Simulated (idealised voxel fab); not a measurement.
A process module follows: voxel ribs on slabs.
We display cut, a cross-section 220 nm in width whose square cells are each 5 nm.
Think of the cross-section as a grid of square cells. We describe it in bands, top to bottom, and each band covers one or more rows of those cells. Look at the band entry: it leads with the top's height and the bottom's height in nm. Then it lists the materials left to right, with a width in nm for each. The word "full width" on a single material says that material fills the band edge to edge. The word "air" is empty space. Below 0: as-received wafer, all one material; heights counted from there. Lowest band: no bottom, goes on down, written "top 0, no bottom". A width given as "30..40" starts at the first number in the band's top row and ends at the second number in its bottom row, shifting by an equal amount at every step from row to row. When a step is marked "remained the same", none of the cells in the cross-section changed during that step. Any empty space of 8 cells or more lacking an open way to the top shows up in "Voids, enclosed" as width x height at distance, distance from the left edge, in nm. Text after the settings on a step's line: the simulator's own remark on that step. A step line may carry the setting "overlay nm", which, for steps involving a mask, states the distance by which the mask lay to the right of its intended position; negative values denote displacement to the left.
Here's what the planned process steps look like:
1 op RECEIVE | material Si
2 op DIRECTIONAL_DEP | material SiO2 | thk nm 20
3 op DIRECTIONAL_DEP | material SiN | thk nm 15
4 op PATTERN | tone cover | mask id RIB | material resist | width nm 20 | thk nm 15 | overlay nm 0
5 op DIRECTIONAL_ETCH | etch materials SiN | depth nm 10
6 op STRIP | etch materials resist
7 op PATTERN | tone cover | mask id SLAB | material resist | width nm 60 | thk nm 20 | overlay nm 0
8 op DIRECTIONAL_ETCH | etch materials SiN | depth nm 5
9 op STRIP | etch materials resist
10 op FILL_DEP | material SiO2 | thk nm 20
11 op CMP | height nm 45
12 op DIRECTIONAL_DEP | material W | thk nm 5
13 op PATTERN | tone cover | mask id HEATER | material resist | width nm 30 | thk nm 20 | overlay nm 0
14 op DIRECTIONAL_ETCH | etch materials W | depth nm 5
15 op STRIP | etch materials resist
16 op CONFORMAL_DEP | material SiN | thk nm 10
First wafer out of two, processed as planned:
This is the cross-section of the wafer as we received it, i.e. after step 1:
  top 0, no bottom | Si full width
  Voids, enclosed: none
after step 2:
  top 20, bottom 0 | SiO2 full width
  Below 0, no change.
after step 3:
  top 35, bottom 20 | SiN full width
  Below 20, no change.
after step 4:
  top 50, bottom 35 | 100 of air; 20 of resist; 100 of air
  Below 35, no change.
after step 5:
  top 50, bottom 35 | 100 of air; 20 of resist; 100 of air
  top 35, bottom 25 | 100 of air; 20 of SiN; 100 of air
  Below 25, no change.
after step 6:
  top 35, bottom 25 | 100 of air; 20 of SiN; 100 of air
  Below 25, no change.
after step 7:
  top 55, bottom 35 | 80 of air; 60 of resist; 80 of air
  top 35, bottom 25 | 80 of air; 20 of resist; 20 of SiN; 20 of resist; 80 of air
  Below 25, no change.
after step 8:
  top 55, bottom 35 | 80 of air; 60 of resist; 80 of air
  top 35, bottom 25 | 80 of air; 20 of resist; 20 of SiN; 20 of resist; 80 of air
  top 25, bottom 20 | 80 of air; 60 of SiN; 80 of air
  Below 20, no change.
after step 9:
  top 35, bottom 25 | 100 of air; 20 of SiN; 100 of air
  Below 25, no change.
after step 10:
  top 55, bottom 35 | SiO2 full width
  top 35, bottom 25 | 100 of SiO2; 20 of SiN; 100 of SiO2
  top 25, bottom 20 | 80 of SiO2; 60 of SiN; 80 of SiO2
  Below 20, no change.
after step 11:
  top 45, bottom 35 | SiO2 full width
  Below 35, no change.
after step 12:
  top 50, bottom 45 | W full width
  Below 45, no change.
after step 13:
  top 70, bottom 50 | 95 of air; 30 of resist; 95 of air
  Below 50, no change.
after step 14:
  top 70, bottom 50 | 95 of air; 30 of resist; 95 of air
  top 50, bottom 45 | 95 of air; 30 of W; 95 of air
  Below 45, no change.
after step 15:
  top 50, bottom 45 | 95 of air; 30 of W; 95 of air
  Below 45, no change.
after step 16:
  top 60, bottom 55 | 85 of air; 50 of SiN; 85 of air
  top 55, bottom 50 | SiN full width
  top 50, bottom 45 | 95 of SiN; 30 of W; 95 of SiN
  Below 45, no change.
second wafer: like start, like plan, one mistake. Through step 15 it matches the first wafer:
Second wafer profile in section, at the moment step 16 of the plan was meant to be complete:
  top 60, bottom 55 | 85 of air; 50 of SiO2; 85 of air
  top 55, bottom 50 | SiO2 full width
  top 50, bottom 45 | 95 of SiO2; 30 of W; 95 of SiO2
  Below 45, no change.
Here's what went sideways: step 16 went in with a setting other than planned; the actual run was op CONFORMAL_DEP | material SiO2 | thk nm 10
The final cell counts differ between the wafers, with the second having more or fewer of some materials than the first: 92 fewer of SiN | 92 more of SiO2
